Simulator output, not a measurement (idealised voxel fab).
process module | voxel capacitor over wiring
cross-section cut | 245 nm wide | cells 5 nm
A cross-section is a grid of square cells, given in bands from the top down. A band is one or more rows of cells.
Each band's line starts with the height of the band's top and of its bottom, in nm. Then come its materials from left to right, each with its width in nm. One material with "throughout" fills the band from edge to edge. "air" is empty space.
Height 0 is the level under which the wafer as received is all one material. The lowest band goes on downwards, as in "0 down".
A width such as "30 to 40" changes by the same amount from each row of cells to the next, from the band's top row to its bottom row.
"no change" after a step means that no cell of the cross-section changed.
closed voids: empty space of 8 cells or more with no open way to the top, each as width x height at its distance from the left edge, in nm
after a step's settings: what the simulator itself notes on the step
overlay nm, on a step with a mask: how far to the right of its planned place the mask lay; to the left if negative
plan
1 op RECEIVE | material Si
2 op CONFORMAL_DEP | material SiO2 | thk nm 15
3 op DIRECTIONAL_DEP | material TiN | thk nm 5
4 op DIRECTIONAL_DEP | material Ru | thk nm 20
5 op PATTERN | tone cover | mask id METAL_1 | material resist | width nm 25 | pitch nm 75 | thk nm 20 | overlay nm 0
6 op DIRECTIONAL_ETCH | etch materials Ru | depth nm 20
7 op DIRECTIONAL_ETCH | etch materials TiN | depth nm 5
8 op STRIP | etch materials resist
9 op CONFORMAL_DEP | material SiN | thk nm 5
10 op FILL_DEP | material lowk | thk nm 10
11 op CMP | height nm 40
12 op CONFORMAL_DEP | material SiCN | thk nm 5
13 op DIRECTIONAL_DEP | material SiO2 | thk nm 10
14 op PATTERN | tone open | mask id PLUG_1 | material resist | width nm 15 | thk nm 20 | overlay nm 0
15 op DIRECTIONAL_ETCH | etch materials SiO2 | depth nm 10
16 op DIRECTIONAL_ETCH | etch materials SiCN | depth nm 5
17 op STRIP | etch materials resist
18 op CONFORMAL_DEP | material TiN | thk nm 5
19 op FILL_DEP | material Ru | thk nm 5
20 op CMP | height nm 55
21 op DIRECTIONAL_DEP | material TiN | thk nm 5
22 op DIRECTIONAL_DEP | material HfO2 | thk nm 5
23 op DIRECTIONAL_DEP | material TiN | thk nm 10
24 op DIRECTIONAL_DEP | material aC | thk nm 10
25 op PATTERN | tone cover | mask id UPPER_PLATE | material resist | width nm 55 | thk nm 30 | overlay nm 0
26 op DIRECTIONAL_ETCH | etch materials aC | depth nm 10
27 op STRIP | etch materials resist
28 op DIRECTIONAL_ETCH | etch materials TiN | depth nm 10
29 op DIRECTIONAL_ETCH | etch materials HfO2 | depth nm 5
30 op STRIP | etch materials aC
31 op DIRECTIONAL_DEP | material aC | thk nm 15
32 op PATTERN | tone cover | mask id LOWER_PLATE | material resist | width nm 65 | thk nm 30 | overlay nm 0
33 op DIRECTIONAL_ETCH | etch materials aC | depth nm 15
34 op STRIP | etch materials resist
35 op DIRECTIONAL_ETCH | etch materials TiN | depth nm 5
36 op STRIP | etch materials aC
37 op FILL_DEP | material SiO2 | thk nm 20
38 op CMP | height nm 90
39 op DIRECTIONAL_DEP | material aC | thk nm 10
40 op PATTERN | tone open | mask id PLUG_2 | material resist | width nm 15 | thk nm 30 | overlay nm 0
41 op DIRECTIONAL_ETCH | etch materials aC | depth nm 10
42 op STRIP | etch materials resist
43 op DIRECTIONAL_ETCH | etch materials SiO2 | depth nm 15
44 op STRIP | etch materials aC
45 op CONFORMAL_DEP | material TiN | thk nm 5
46 op FILL_DEP | material Cu | thk nm 10
47 op CMP | height nm 90
48 op CONFORMAL_DEP | material SiCN | thk nm 5
as received, after step 1
  0 down: Si throughout
  closed voids: none
first wafer at the end, as planned
  95 to 90: SiCN throughout
  90 to 80: SiO2 90 | TiN 5 | Cu 5 | TiN 5 | SiO2 140
  80 to 75: SiO2 90 | TiN 15 | SiO2 140
  75 to 65: SiO2 80 | TiN 55 | SiO2 110
  65 to 60: SiO2 80 | HfO2 55 | SiO2 110
  60 to 55: SiO2 75 | TiN 65 | SiO2 105
  55 to 45: SiO2 80 | TiN 5 | Ru 5 | TiN 5 | SiO2 150
  45 to 40: SiCN 80 | TiN 15 | SiCN 150
  40 to 20: lowk 65 | SiN 5 | Ru 25 | SiN 5 | lowk 40 | SiN 5 | Ru 25 | SiN 5 | lowk 70
  20 to 15: SiN 70 | TiN 25 | SiN 50 | TiN 25 | SiN 75
  15 to 0: SiO2 throughout
  0 down: Si throughout
  closed voids: none
second wafer at the end: like start, like plan, one mistake
  110 to 105: SiCN throughout
  105 to 95: Cu throughout
  95 to 90: TiN 95 | Cu 5 | TiN 145
  90 to 80: SiO2 90 | TiN 5 | Cu 5 | TiN 5 | SiO2 140
  80 to 75: SiO2 90 | TiN 15 | SiO2 140
  75 to 65: SiO2 80 | TiN 55 | SiO2 110
  65 to 60: SiO2 80 | HfO2 55 | SiO2 110
  60 to 55: SiO2 75 | TiN 65 | SiO2 105
  55 to 45: SiO2 80 | TiN 5 | Ru 5 | TiN 5 | SiO2 150
  45 to 40: SiCN 80 | TiN 15 | SiCN 150
  40 to 20: lowk 65 | SiN 5 | Ru 25 | SiN 5 | lowk 40 | SiN 5 | Ru 25 | SiN 5 | lowk 70
  20 to 15: SiN 70 | TiN 25 | SiN 50 | TiN 25 | SiN 75
  15 to 0: SiO2 throughout
  0 down: Si throughout
  closed voids: none
what went wrong: step 47 was left out
at the end the second wafer has, in cells: 99 more of Cu | 48 more of TiN
